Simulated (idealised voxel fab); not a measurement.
process module | voxel capacitor over wiring
cross-section cut | 265 nm wide | cells 5 nm
A cross-section is a grid of square cells, given in bands from the top down. A band is one or more rows of cells.
Each band's line starts with the height of the band's top and of its bottom, in nm. Then come its materials from left to right, each with its width in nm. One material with "throughout" fills the band from edge to edge. "air" is empty space.
Height 0 is the level under which the wafer as received is all one material. The lowest band goes on downwards, as in "0 down".
A width such as "30 to 40" changes by the same amount from each row of cells to the next, from the band's top row to its bottom row.
"no change" after a step means that no cell of the cross-section changed.
closed voids: empty space of 8 cells or more with no open way to the top, each as width x height at its distance from the left edge, in nm
after a step's settings: what the simulator itself notes on the step
overlay nm, on a step with a mask: how far to the right of its planned place the mask lay; to the left if negative
plan
1 op RECEIVE | material Si
2 op CONFORMAL_DEP | material SiO2 | thk nm 15
3 op CONFORMAL_DEP | material SiCN | thk nm 5
4 op DIRECTIONAL_DEP | material lowk | thk nm 20
5 op DIRECTIONAL_DEP | material aC | thk nm 10
6 op PATTERN | tone open | mask id METAL_1 | material resist | width nm 30 | pitch nm 80 | thk nm 25 | overlay nm 0
7 op DIRECTIONAL_ETCH | etch materials aC | depth nm 10
8 op STRIP | etch materials resist
9 op DIRECTIONAL_ETCH | etch materials lowk | depth nm 20
10 op DIRECTIONAL_ETCH | etch materials SiCN | depth nm 5
11 op STRIP | etch materials aC
12 op CONFORMAL_DEP | material TiN | thk nm 5
13 op FILL_DEP | material Ru | thk nm 10
14 op CMP | height nm 40
15 op EPI | material Ru | thk nm 5
16 op FILL_DEP | material SiCN | thk nm 5
17 op DIRECTIONAL_DEP | material SiO2 | thk nm 20
18 op DIRECTIONAL_DEP | material aC | thk nm 10
19 op PATTERN | tone open | mask id PLUG_1 | material resist | width nm 15 | thk nm 25 | overlay nm 0
20 op DIRECTIONAL_ETCH | etch materials aC | depth nm 10
21 op STRIP | etch materials resist
22 op DIRECTIONAL_ETCH | etch materials SiO2 | depth nm 20
23 op DIRECTIONAL_ETCH | etch materials SiCN | depth nm 5
24 op STRIP | etch materials aC
25 op CONFORMAL_DEP | material TiN | thk nm 5
26 op FILL_DEP | material Cu | thk nm 5
27 op CMP | height nm 70
28 op DIRECTIONAL_DEP | material TiN | thk nm 5
29 op DIRECTIONAL_DEP | material SiN | thk nm 5
30 op DIRECTIONAL_DEP | material TiN | thk nm 5
31 op DIRECTIONAL_DEP | material aC | thk nm 15
32 op PATTERN | tone cover | mask id UPPER_PLATE | material resist | width nm 55 | thk nm 30 | overlay nm 0
33 op DIRECTIONAL_ETCH | etch materials aC | depth nm 15
34 op STRIP | etch materials resist
35 op DIRECTIONAL_ETCH | etch materials TiN | depth nm 5
36 op DIRECTIONAL_ETCH | etch materials SiN | depth nm 5
37 op STRIP | etch materials aC
38 op MASKED_ETCH | tone cover | mask id LOWER_PLATE | width nm 65 | etch materials TiN | depth nm 5 | overlay nm 0
39 op FILL_DEP | material SiO2 | thk nm 15
40 op CMP | height nm 95
41 op MASKED_ETCH | tone open | mask id PLUG_2 | width nm 15 | etch materials SiO2 | depth nm 10 | overlay nm 0
42 op CONFORMAL_DEP | material TiN | thk nm 5
43 op FILL_DEP | material Cu | thk nm 5
44 op CMP | height nm 95
45 op CONFORMAL_DEP | material SiCN | thk nm 5
as received, after step 1
  0 down: Si throughout
  closed voids: none
a wafer at the end: this start, this plan, one mistake
  100 to 95: SiCN throughout
  95 to 90: SiO2 100 | TiN 5 | Cu 5 | TiN 5 | SiO2 150
  90 to 85: SiO2 100 | TiN 15 | SiO2 150
  85 to 80: SiO2 90 | SiN 55 | SiO2 120
  80 to 75: SiO2 85 | TiN 65 | SiO2 115
  75 to 70: TiN throughout
  70 to 50: SiO2 90 | TiN 5 | Cu 5 | TiN 5 | SiO2 160
  50 to 45: SiCN 90 | TiN 15 | SiCN 160
  45 to 40: SiCN 70 | Ru 40 | SiCN 40 | Ru 40 | SiCN 75
  40 to 20: lowk 75 | TiN 5 | Ru 20 | TiN 5 | lowk 50 | TiN 5 | Ru 20 | TiN 5 | lowk 80
  20 to 15: SiCN 75 | TiN 30 | SiCN 50 | TiN 30 | SiCN 80
  15 to 0: SiO2 throughout
  0 down: Si throughout
  closed voids: none
what went wrong: steps 29 and 30 were swapped
